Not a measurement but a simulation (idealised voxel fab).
process module | voxel self aligned contacts
cross-section cut | 255 nm wide | cells 5 nm
A cross-section is a grid of square cells, given in bands from the top down. A band is one or more rows of cells.
Each band's line starts with the height of the band's top and of its bottom, in nm. Then come its materials from left to right, each with its width in nm. One material with "throughout" fills the band from edge to edge. "air" is empty space.
Height 0 is the level under which the wafer as received is all one material. The lowest band goes on downwards, as in "0 down".
A width such as "30 to 40" changes by the same amount from each row of cells to the next, from the band's top row to its bottom row.
"no change" after a step means that no cell of the cross-section changed.
closed voids: empty space of 8 cells or more with no open way to the top, each as width x height at its distance from the left edge, in nm
after a step's settings: what the simulator itself notes on the step
overlay nm, on a step with a mask: how far to the right of its planned place the mask lay; to the left if negative
plan
1 op RECEIVE | material Si
2 op OXIDIZE | depth nm 5
3 op DIRECTIONAL_DEP | material polySi | thk nm 20
4 op DIRECTIONAL_DEP | material SiN | thk nm 25
5 op DIRECTIONAL_DEP | material aC | thk nm 10
6 op PATTERN | tone cover | mask id GATE | material resist | width nm 30 | pitch nm 65 | thk nm 25 | overlay nm 0
7 op DIRECTIONAL_ETCH | etch materials aC | depth nm 10
8 op STRIP | etch materials resist
9 op DIRECTIONAL_ETCH | etch materials SiN | depth nm 25
10 op DIRECTIONAL_ETCH | etch materials polySi | depth nm 20
11 op STRIP | etch materials aC
12 op CONFORMAL_DEP | material SiN | thk nm 10
13 op DIRECTIONAL_ETCH | etch materials SiN | depth nm 10
14 op FILL_DEP | material SiO2 | thk nm 10
15 op CMP | height nm 50
16 op MASKED_ETCH | tone open | mask id CONTACT | width nm 45 | etch materials SiO2 | depth nm 55 | overlay nm 0
17 op CONFORMAL_DEP | material TiN | thk nm 5
18 op FILL_DEP | material Ru | thk nm 5
19 op CMP | height nm 50
20 op CONFORMAL_DEP | material SiCN | thk nm 5
as received, after step 1
  0 down: Si throughout
  closed voids: none
a wafer at the end: this start, this plan, one mistake
  55 to 50: SiCN throughout
  50 to 20: SiO2 70 | SiN 50 | TiN 5 | Ru 5 | TiN 5 | SiN 50 | SiO2 70
  20 to 10: SiO2 70 | SiN 10 | polySi 30 | SiN 10 | TiN 5 | Ru 5 | TiN 5 | SiN 10 | polySi 30 | SiN 10 | SiO2 70
  10 to 5: SiO2 70 | SiN 10 | polySi 30 | SiN 10 | TiN 15 | SiN 10 | polySi 30 | SiN 10 | SiO2 70
  5 to 0: SiN 80 | polySi 30 | SiN 35 | polySi 30 | SiN 80
  0 to -5: SiO2 throughout
  -5 down: Si throughout
  closed voids: none
what went wrong: step 13 ran as: op DIRECTIONAL_ETCH | etch materials SiN | depth nm 5
